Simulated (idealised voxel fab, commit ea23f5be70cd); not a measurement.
The following is a process module called voxel transistor to metal.
We display cut, a cross-section 210 nm in width whose square cells are each 5 nm.
Square cells in a grid make up a cross-section in this document, and the grid is given as bands, listed from the top down, each one or more rows of cells.
Quick guide to a band line: top height, bottom height (nm) up front; then every material left to right with its width in nm. Only one material and it's marked "edge to edge"? Then it fills the band edge to edge. And "blank" just means empty space.
Measure heights from 0. That's the level where, below it, the as-received wafer is all one material. The lowest band is bottomless and extends downward; write it as in "0 and below".
Width: "30->40" (first number = top row, second number = bottom row, same change from row to row of cells).
You'll sometimes find "changes: none" written for a step, and that's the way of saying that nowhere in the cross-section did a cell change during that step.
The label "Voids, enclosed" introduces a list of the empty spaces, 8 cells or larger, that have no open way up to the top; each entry in it reads width x height at distance, where the distance is taken from the left edge and all three are stated in nm.
Step line, after settings: the simulator's comment on this step.
"overlay nm" answers the question of how far to the right of plan the mask lay on a step that has a mask, and when it is negative the answer is to the left.

Intended process steps:
1,RECEIVE with material Si
2,OXIDIZE with depth nm 5
3,CONFORMAL_DEP with material SiN, thk nm 10
4,MASKED_ETCH with tone cover, mask id ACTIVE, width nm 110, etch materials SiN, depth nm 10, overlay nm 0
5,MASKED_ETCH with tone cover, mask id ACTIVE, width nm 110, etch materials SiO2, depth nm 5, overlay nm 0
6,MASKED_ETCH with tone cover, mask id ACTIVE, width nm 110, etch materials Si, depth nm 20, overlay nm 0
7,FILL_DEP with material SiO2, thk nm 10
8,CMP with height nm 10
9,SELECTIVE_ETCH with etch materials SiO2, depth nm 10
10,STRIP with etch materials SiN
11,SELECTIVE_ETCH with etch materials SiO2, depth nm 5
12,OXIDIZE with depth nm 5
13,DIRECTIONAL_DEP with material polySi, thk nm 20
14,DIRECTIONAL_DEP with material SiCN, thk nm 15
15,DIRECTIONAL_DEP with material aC, thk nm 10
16,PATTERN with tone cover, mask id GATE, material resist, width nm 30, thk nm 25, overlay nm -15
17,DIRECTIONAL_ETCH with etch materials aC, depth nm 10
18,STRIP with etch materials resist
19,DIRECTIONAL_ETCH with etch materials SiCN, depth nm 25
20,DIRECTIONAL_ETCH with etch materials polySi, depth nm 30
21,STRIP with etch materials aC
22,CONFORMAL_DEP with material SiN, thk nm 10
23,DIRECTIONAL_ETCH with etch materials SiN, depth nm 10
24,DIRECTIONAL_ETCH with etch materials SiO2, depth nm 5
25,DIRECTIONAL_ETCH with etch materials Si, depth nm 15
26,EPI with material nSi, thk nm 20
27,FILL_DEP with material SiO2, thk nm 10
28,CMP with height nm 15
29,STRIP with etch materials polySi
30,SELECTIVE_ETCH with etch materials SiO2, depth nm 5
31,CONFORMAL_DEP with material HfO2, thk nm 5
32,CONFORMAL_DEP with material TiN, thk nm 5
33,FILL_DEP with material W, thk nm 10
34,CMP with height nm 10
35,DIRECTIONAL_DEP with material SiO2, thk nm 10
36,DIRECTIONAL_DEP with material aC, thk nm 15
37,PATTERN with tone open, mask id CONTACT, material resist, width nm 15, pitch nm 75, thk nm 35, overlay nm 0
38,DIRECTIONAL_ETCH with etch materials aC, depth nm 15
39,STRIP with etch materials resist
40,DIRECTIONAL_ETCH with etch materials SiO2, depth nm 10
41,STRIP with etch materials aC
42,CONFORMAL_DEP with material TiN, thk nm 5
43,FILL_DEP with material Ru, thk nm 10
44,CMP with height nm 20
45,CONFORMAL_DEP with material SiCN, thk nm 5
46,DIRECTIONAL_DEP with material SiO2, thk nm 15
47,PATTERN with tone open, mask id METAL_1, material resist, width nm 15, pitch nm 75, thk nm 20, overlay nm 0
48,DIRECTIONAL_ETCH with etch materials SiO2, depth nm 15
49,DIRECTIONAL_ETCH with etch materials SiCN, depth nm 5
50,STRIP with etch materials resist
51,CONFORMAL_DEP with material TiN, thk nm 5
52,FILL_DEP with material Ru, thk nm 10
53,CMP with height nm 40
54,CONFORMAL_DEP with material SiN, thk nm 5
The value of overlay nm given for step 16 in the plan refers to the first wafer; the wafers vary in this setting and are alike at the start.

Sectional view: first of several wafers, as received, after step 1:
    0 and below: Si edge to edge
    Voids, enclosed: none

Per-wafer rows below. For each material: cells gained (+) or lost (-) since the wafer was received, as of end of module. Then: closed voids:
overlay nm -15 | +14 HfO2 | +8 Ru | -180 Si | +36 SiCN | +54 SiN | +332 SiO2 | +36 TiN | +4 W | +74 nSi | Voids, enclosed: none
overlay nm -10 | +14 HfO2 | +8 Ru | -180 Si | +36 SiCN | +54 SiN | +332 SiO2 | +36 TiN | +4 W | +74 nSi | Voids, enclosed: none
overlay nm -5 | +14 HfO2 | +8 Ru | -180 Si | +36 SiCN | +54 SiN | +332 SiO2 | +36 TiN | +4 W | +74 nSi | Voids, enclosed: none
overlay nm 0 | +14 HfO2 | +8 Ru | -180 Si | +36 SiCN | +54 SiN | +332 SiO2 | +36 TiN | +4 W | +74 nSi | Voids, enclosed: none
overlay nm 5 | +14 HfO2 | +8 Ru | -180 Si | +36 SiCN | +54 SiN | +332 SiO2 | +36 TiN | +4 W | +74 nSi | Voids, enclosed: none
overlay nm 10 | +14 HfO2 | +8 Ru | -180 Si | +36 SiCN | +54 SiN | +332 SiO2 | +36 TiN | +4 W | +74 nSi | Voids, enclosed: none
overlay nm 15 | +14 HfO2 | +8 Ru | -180 Si | +36 SiCN | +54 SiN | +332 SiO2 | +36 TiN | +4 W | +74 nSi | Voids, enclosed: none
